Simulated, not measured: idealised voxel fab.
Process module in this document: voxel wiring stack
270 nm wide, 5 nm square cells: that's cross-section cut.
A cross-section is written here as square cells arranged in a grid, and it is given in bands from the top down, each band taking up one or more rows of cells. Quick guide to a band line: top height, bottom height (nm) up front; then every material left to right with its width in nm. Only one material and it's marked "all across"? Then it fills the band edge to edge. And "air" just means empty space. The level at which height equals 0 is the one under which the wafer, as it arrives, is entirely one material. No lower edge exists for the bottom band, which continues downward and is notated as in "0 nm and below". Note: "30->40" means the width goes from the first number (top row of the band) to the second number (bottom row) in equal steps per row of cells. "changes: none", as given for a step, is the statement that not any cell of the cross-section underwent a change during that step. The entry titled "Sealed internal voids" provides the empty spaces that have no open way to the top, restricted to those of 8 cells or more. Each is presented as width x height at distance, the distance being measured from the left edge, with all three in nm. Text after the settings on a step's line: the simulator's own remark on that step. If you see "overlay nm" on a step's line and that step has a mask, it's telling you how far right of where it was planned the mask ended up; a negative number means it went left instead.

PROCESS STEPS (PLANNED)
1: RECEIVE [material Si]
2: CONFORMAL_DEP [material SiO2] [thk nm 15]
3: CONFORMAL_DEP [material SiN] [thk nm 5]
4: DIRECTIONAL_DEP [material SiO2] [thk nm 15]
5: PATTERN [tone open] [mask id METAL_1] [material resist] [width nm 30] [pitch nm 50] [thk nm 20] [overlay nm 0]
6: DIRECTIONAL_ETCH [etch materials SiO2] [depth nm 15]
7: DIRECTIONAL_ETCH [etch materials SiN] [depth nm 5]
8: STRIP [etch materials resist]
9: CONFORMAL_DEP [material TiN] [thk nm 5]
10: FILL_DEP [material Cu] [thk nm 10]
11: CMP [height nm 35]
12: CONFORMAL_DEP [material SiCN] [thk nm 5]
13: DIRECTIONAL_DEP [material lowk] [thk nm 25]
14: MASKED_ETCH [tone open] [mask id METAL_2_HOLES] [width nm 15] [etch materials lowk] [depth nm 25] [overlay nm 0]
15: DIRECTIONAL_DEP [material aC] [thk nm 10]
16: PATTERN [tone open] [mask id METAL_2] [material resist] [width nm 30] [pitch nm 50] [thk nm 25] [overlay nm 0]
17: DIRECTIONAL_ETCH [etch materials aC] [depth nm 10]
18: STRIP [etch materials resist]
19: DIRECTIONAL_ETCH [etch materials lowk] [depth nm 15]
20: DIRECTIONAL_ETCH [etch materials SiCN] [depth nm 5]
21: STRIP [etch materials aC]
22: CONFORMAL_DEP [material TiN] [thk nm 5]
23: FILL_DEP [material Ru] [thk nm 5]
24: CMP [height nm 65]
25: CONFORMAL_DEP [material SiCN] [thk nm 5]
26: DIRECTIONAL_DEP [material SiO2] [thk nm 10]
27: MASKED_ETCH [tone open] [mask id PLUG_2] [width nm 15] [etch materials SiO2] [depth nm 10] [overlay nm 0]
28: MASKED_ETCH [tone open] [mask id PLUG_2] [width nm 15] [etch materials SiCN] [depth nm 5] [overlay nm 0]
29: CONFORMAL_DEP [material TiN] [thk nm 5]
30: FILL_DEP [material Ru] [thk nm 5]
31: CMP [height nm 80]
32: CONFORMAL_DEP [material SiN] [thk nm 5]
33: DIRECTIONAL_DEP [material SiO2] [thk nm 20]
34: MASKED_ETCH [tone open] [mask id METAL_3] [width nm 30] [pitch nm 50] [etch materials SiO2] [depth nm 20] [overlay nm 0]
35: MASKED_ETCH [tone open] [mask id METAL_3] [width nm 30] [pitch nm 50] [etch materials SiN] [depth nm 5] [overlay nm 0]
36: CONFORMAL_DEP [material TiN] [thk nm 5]
37: FILL_DEP [material Ru] [thk nm 5]
38: CMP [height nm 105]
39: CONFORMAL_DEP [material SiN] [thk nm 5]

WHAT FOLLOWS COVERS THE FIRST OF TWO WAFERS; IT RAN AS PLANNED

THE CROSS-SECTION HERE SHOWS THE WAFER AS RECEIVED, I.E. IN ITS STATE AFTER STEP 1
	0 nm and below | Si all across
	Sealed internal voids: none

WAFER SECTION VIEW AFTER PROCESSING STEP 2
	15 nm to 0 nm | SiO2 all across
	Everything under 0 stays put, no change at all.

WAFER SECTION VIEW AFTER PROCESSING STEP 3
	20 nm to 15 nm | SiN all across
	Everything under 15 stays put, no change at all.

WAFER SECTION VIEW AFTER PROCESSING STEP 4
	35 nm to 20 nm | SiO2 all across
	Everything under 20 stays put, no change at all.

WAFER SECTION VIEW AFTER PROCESSING STEP 5
	55 nm to 35 nm | resist (95), air (30), resist (20), air (30), resist (95)
	Everything under 35 stays put, no change at all.

WAFER SECTION VIEW AFTER PROCESSING STEP 6
	55 nm to 35 nm | resist (95), air (30), resist (20), air (30), resist (95)
	35 nm to 20 nm | SiO2 (95), air (30), SiO2 (20), air (30), SiO2 (95)
	Everything under 20 stays put, no change at all.

WAFER SECTION VIEW AFTER PROCESSING STEP 7
	55 nm to 35 nm | resist (95), air (30), resist (20), air (30), resist (95)
	35 nm to 20 nm | SiO2 (95), air (30), SiO2 (20), air (30), SiO2 (95)
	20 nm to 15 nm | SiN (95), air (30), SiN (20), air (30), SiN (95)
	Everything under 15 stays put, no change at all.

WAFER SECTION VIEW AFTER PROCESSING STEP 8
	35 nm to 20 nm | SiO2 (95), air (30), SiO2 (20), air (30), SiO2 (95)
	Everything under 20 stays put, no change at all.

WAFER SECTION VIEW AFTER PROCESSING STEP 9
	40 nm to 35 nm | TiN (100), air (20), TiN (30), air (20), TiN (100)
	35 nm to 20 nm | SiO2 (95), TiN (5), air (20), TiN (5), SiO2 (20), TiN (5), air (20), TiN (5), SiO2 (95)
	20 nm to 15 nm | SiN (95), TiN (30), SiN (20), TiN (30), SiN (95)
	Everything under 15 stays put, no change at all.

WAFER SECTION VIEW AFTER PROCESSING STEP 10
	50 nm to 40 nm | Cu all across
	40 nm to 35 nm | TiN (100), Cu (20), TiN (30), Cu (20), TiN (100)
	35 nm to 20 nm | SiO2 (95), TiN (5), Cu (20), TiN (5), SiO2 (20), TiN (5), Cu (20), TiN (5), SiO2 (95)
	Everything under 20 stays put, no change at all.

WAFER SECTION VIEW AFTER PROCESSING STEP 11
	35 nm to 20 nm | SiO2 (95), TiN (5), Cu (20), TiN (5), SiO2 (20), TiN (5), Cu (20), TiN (5), SiO2 (95)
	Everything under 20 stays put, no change at all.

WAFER SECTION VIEW AFTER PROCESSING STEP 12
	40 nm to 35 nm | SiCN all across
	Everything under 35 stays put, no change at all.

WAFER SECTION VIEW AFTER PROCESSING STEP 13
	65 nm to 40 nm | lowk all across
	Everything under 40 stays put, no change at all.

WAFER SECTION VIEW AFTER PROCESSING STEP 14
	65 nm to 40 nm | lowk (95), air (15), lowk (160)
	Everything under 40 stays put, no change at all.

WAFER SECTION VIEW AFTER PROCESSING STEP 15
	75 nm to 65 nm | aC (95), air (15), aC (160)
	65 nm to 50 nm | lowk (95), air (15), lowk (160)
	50 nm to 40 nm | lowk (95), aC (15), lowk (160)
	Everything under 40 stays put, no change at all.

WAFER SECTION VIEW AFTER PROCESSING STEP 16
	100 nm to 75 nm | resist (95), air (30), resist (20), air (30), resist (95)
	Everything under 75 stays put, no change at all.

WAFER SECTION VIEW AFTER PROCESSING STEP 17
	90 nm to 75 nm | resist (95), air (30), resist (20), air (30), resist (95)
	75 nm to 65 nm | aC (95), air (30), aC (20), air (30), aC (95)
	65 nm to 40 nm | lowk (95), air (15), lowk (160)
	Everything under 40 stays put, no change at all.

WAFER SECTION VIEW AFTER PROCESSING STEP 18
	75 nm to 65 nm | aC (95), air (30), aC (20), air (30), aC (95)
	Everything under 65 stays put, no change at all.

WAFER SECTION VIEW AFTER PROCESSING STEP 19
	75 nm to 65 nm | aC (95), air (30), aC (20), air (30), aC (95)
	65 nm to 50 nm | lowk (95), air (30), lowk (20), air (30), lowk (95)
	Everything under 50 stays put, no change at all.

WAFER SECTION VIEW AFTER PROCESSING STEP 20
	75 nm to 65 nm | aC (95), air (30), aC (20), air (30), aC (95)
	65 nm to 50 nm | lowk (95), air (30), lowk (20), air (30), lowk (95)
	50 nm to 40 nm | lowk (95), air (15), lowk (160)
	40 nm to 35 nm | SiCN (95), air (15), SiCN (160)
	Everything under 35 stays put, no change at all.

WAFER SECTION VIEW AFTER PROCESSING STEP 21
	65 nm to 50 nm | lowk (95), air (30), lowk (20), air (30), lowk (95)
	Everything under 50 stays put, no change at all.

WAFER SECTION VIEW AFTER PROCESSING STEP 22
	70 nm to 65 nm | TiN (100), air (20), TiN (30), air (20), TiN (100)
	65 nm to 55 nm | lowk (95), TiN (5), air (20), TiN (5), lowk (20), TiN (5), air (20), TiN (5), lowk (95)
	55 nm to 50 nm | lowk (95), TiN (5), air (5), TiN (20), lowk (20), TiN (30), lowk (95)
	50 nm to 40 nm | lowk (95), TiN (5), air (5), TiN (5), lowk (160)
	40 nm to 35 nm | SiCN (95), TiN (15), SiCN (160)
	Everything under 35 stays put, no change at all.

WAFER SECTION VIEW AFTER PROCESSING STEP 23
	75 nm to 70 nm | Ru all across
	70 nm to 65 nm | TiN (100), Ru (20), TiN (30), Ru (20), TiN (100)
	65 nm to 55 nm | lowk (95), TiN (5), Ru (20), TiN (5), lowk (20), TiN (5), Ru (20), TiN (5), lowk (95)
	55 nm to 50 nm | lowk (95), TiN (5), Ru (5), TiN (20), lowk (20), TiN (30), lowk (95)
	50 nm to 40 nm | lowk (95), TiN (5), Ru (5), TiN (5), lowk (160)
	Everything under 40 stays put, no change at all.

WAFER SECTION VIEW AFTER PROCESSING STEP 24
	65 nm to 55 nm | lowk (95), TiN (5), Ru (20), TiN (5), lowk (20), TiN (5), Ru (20), TiN (5), lowk (95)
	Everything under 55 stays put, no change at all.

WAFER SECTION VIEW AFTER PROCESSING STEP 25
	70 nm to 65 nm | SiCN all across
	Everything under 65 stays put, no change at all.

WAFER SECTION VIEW AFTER PROCESSING STEP 26
	80 nm to 70 nm | SiO2 all across
	Everything under 70 stays put, no change at all.

WAFER SECTION VIEW AFTER PROCESSING STEP 27
	80 nm to 70 nm | SiO2 (95), air (15), SiO2 (160)
	Everything under 70 stays put, no change at all.

WAFER SECTION VIEW AFTER PROCESSING STEP 28
	80 nm to 70 nm | SiO2 (95), air (15), SiO2 (160)
	70 nm to 65 nm | SiCN (95), air (15), SiCN (160)
	Everything under 65 stays put, no change at all.

WAFER SECTION VIEW AFTER PROCESSING STEP 29
	85 nm to 80 nm | TiN (100), air (5), TiN (165)
	80 nm to 70 nm | SiO2 (95), TiN (5), air (5), TiN (5), SiO2 (160)
	70 nm to 65 nm | SiCN (95), TiN (15), SiCN (160)
	Everything under 65 stays put, no change at all.

WAFER SECTION VIEW AFTER PROCESSING STEP 30
	90 nm to 85 nm | Ru all across
	85 nm to 80 nm | TiN (100), Ru (5), TiN (165)
	80 nm to 70 nm | SiO2 (95), TiN (5), Ru (5), TiN (5), SiO2 (160)
	Everything under 70 stays put, no change at all.

WAFER SECTION VIEW AFTER PROCESSING STEP 31
	80 nm to 70 nm | SiO2 (95), TiN (5), Ru (5), TiN (5), SiO2 (160)
	Everything under 70 stays put, no change at all.

WAFER SECTION VIEW AFTER PROCESSING STEP 32
	85 nm to 80 nm | SiN all across
	Everything under 80 stays put, no change at all.

WAFER SECTION VIEW AFTER PROCESSING STEP 33
	105 nm to 85 nm | SiO2 all across
	Everything under 85 stays put, no change at all.

WAFER SECTION VIEW AFTER PROCESSING STEP 34
	105 nm to 85 nm | SiO2 (95), air (30), SiO2 (20), air (30), SiO2 (95)
	Everything under 85 stays put, no change at all.

WAFER SECTION VIEW AFTER PROCESSING STEP 35
	105 nm to 85 nm | SiO2 (95), air (30), SiO2 (20), air (30), SiO2 (95)
	85 nm to 80 nm | SiN (95), air (30), SiN (20), air (30), SiN (95)
	Everything under 80 stays put, no change at all.

WAFER SECTION VIEW AFTER PROCESSING STEP 36
	110 nm to 105 nm | TiN (100), air (20), TiN (30), air (20), TiN (100)
	105 nm to 85 nm | SiO2 (95), TiN (5), air (20), TiN (5), SiO2 (20), TiN (5), air (20), TiN (5), SiO2 (95)
	85 nm to 80 nm | SiN (95), TiN (30), SiN (20), TiN (30), SiN (95)
	Everything under 80 stays put, no change at all.

WAFER SECTION VIEW AFTER PROCESSING STEP 37
	115 nm to 110 nm | Ru all across
	110 nm to 105 nm | TiN (100), Ru (20), TiN (30), Ru (20), TiN (100)
	105 nm to 85 nm | SiO2 (95), TiN (5), Ru (20), TiN (5), SiO2 (20), TiN (5), Ru (20), TiN (5), SiO2 (95)
	Everything under 85 stays put, no change at all.

WAFER SECTION VIEW AFTER PROCESSING STEP 38
	105 nm to 85 nm | SiO2 (95), TiN (5), Ru (20), TiN (5), SiO2 (20), TiN (5), Ru (20), TiN (5), SiO2 (95)
	Everything under 85 stays put, no change at all.

WAFER SECTION VIEW AFTER PROCESSING STEP 39
	110 nm to 105 nm | SiN all across
	Everything under 105 stays put, no change at all.

NOTES, SECOND WAFER: START = FIRST WAFER'S, PLAN = FIRST WAFER'S, EXECUTION HAD ONE MISTAKE; HISTORY IDENTICAL TO FIRST THROUGH STEP 24

SECOND WAFER CROSS-SECTION, TAKEN AS OF THE TIME THE PLAN SETS FOR STEP 25 TO BE DONE
	70 nm to 65 nm | TiN all across
	Everything under 65 stays put, no change at all.

SECOND WAFER CROSS-SECTION, TAKEN AS OF THE TIME THE PLAN SETS FOR STEP 26 TO BE DONE
	80 nm to 70 nm | SiO2 all across
	Everything under 70 stays put, no change at all.

SECOND WAFER CROSS-SECTION, TAKEN AS OF THE TIME THE PLAN SETS FOR STEP 27 TO BE DONE
	80 nm to 70 nm | SiO2 (95), air (15), SiO2 (160)
	Everything under 70 stays put, no change at all.

Second wafer cross-section, taken as of the time the plan sets for step 28 to be done: changes: none

SECOND WAFER CROSS-SECTION, TAKEN AS OF THE TIME THE PLAN SETS FOR STEP 29 TO BE DONE
	85 nm to 80 nm | TiN (100), air (5), TiN (165)
	80 nm to 75 nm | SiO2 (95), TiN (5), air (5), TiN (5), SiO2 (160)
	75 nm to 70 nm | SiO2 (95), TiN (15), SiO2 (160)
	Everything under 70 stays put, no change at all.

SECOND WAFER CROSS-SECTION, TAKEN AS OF THE TIME THE PLAN SETS FOR STEP 30 TO BE DONE
	90 nm to 85 nm | Ru all across
	85 nm to 80 nm | TiN (100), Ru (5), TiN (165)
	80 nm to 75 nm | SiO2 (95), TiN (5), Ru (5), TiN (5), SiO2 (160)
	Everything under 75 stays put, no change at all.

SECOND WAFER CROSS-SECTION, TAKEN AS OF THE TIME THE PLAN SETS FOR STEP 31 TO BE DONE
	80 nm to 75 nm | SiO2 (95), TiN (5), Ru (5), TiN (5), SiO2 (160)
	Everything under 75 stays put, no change at all.

SECOND WAFER CROSS-SECTION, TAKEN AS OF THE TIME THE PLAN SETS FOR STEP 32 TO BE DONE
	85 nm to 80 nm | SiN all across
	Everything under 80 stays put, no change at all.

SECOND WAFER CROSS-SECTION, TAKEN AS OF THE TIME THE PLAN SETS FOR STEP 33 TO BE DONE
	105 nm to 85 nm | SiO2 all across
	Everything under 85 stays put, no change at all.

SECOND WAFER CROSS-SECTION, TAKEN AS OF THE TIME THE PLAN SETS FOR STEP 34 TO BE DONE
	105 nm to 85 nm | SiO2 (95), air (30), SiO2 (20), air (30), SiO2 (95)
	Everything under 85 stays put, no change at all.

SECOND WAFER CROSS-SECTION, TAKEN AS OF THE TIME THE PLAN SETS FOR STEP 35 TO BE DONE
	105 nm to 85 nm | SiO2 (95), air (30), SiO2 (20), air (30), SiO2 (95)
	85 nm to 80 nm | SiN (95), air (30), SiN (20), air (30), SiN (95)
	Everything under 80 stays put, no change at all.

SECOND WAFER CROSS-SECTION, TAKEN AS OF THE TIME THE PLAN SETS FOR STEP 36 TO BE DONE
	110 nm to 105 nm | TiN (100), air (20), TiN (30), air (20), TiN (100)
	105 nm to 85 nm | SiO2 (95), TiN (5), air (20), TiN (5), SiO2 (20), TiN (5), air (20), TiN (5), SiO2 (95)
	85 nm to 80 nm | SiN (95), TiN (30), SiN (20), TiN (30), SiN (95)
	Everything under 80 stays put, no change at all.

SECOND WAFER CROSS-SECTION, TAKEN AS OF THE TIME THE PLAN SETS FOR STEP 37 TO BE DONE
	115 nm to 110 nm | Ru all across
	110 nm to 105 nm | TiN (100), Ru (20), TiN (30), Ru (20), TiN (100)
	105 nm to 85 nm | SiO2 (95), TiN (5), Ru (20), TiN (5), SiO2 (20), TiN (5), Ru (20), TiN (5), SiO2 (95)
	Everything under 85 stays put, no change at all.

SECOND WAFER CROSS-SECTION, TAKEN AS OF THE TIME THE PLAN SETS FOR STEP 38 TO BE DONE
	105 nm to 85 nm | SiO2 (95), TiN (5), Ru (20), TiN (5), SiO2 (20), TiN (5), Ru (20), TiN (5), SiO2 (95)
	Everything under 85 stays put, no change at all.

SECOND WAFER CROSS-SECTION, TAKEN AS OF THE TIME THE PLAN SETS FOR STEP 39 TO BE DONE
	110 nm to 105 nm | SiN all across
	Everything under 105 stays put, no change at all.
Plan not followed: heads up, step 25 didn't go per plan, it actually ran as CONFORMAL_DEP [material TiN] [thk nm 5]
End of process, cell counts, second wafer against first, materials with more or fewer: Ru: 1 fewer; SiCN: 51 fewer; TiN: 52 more
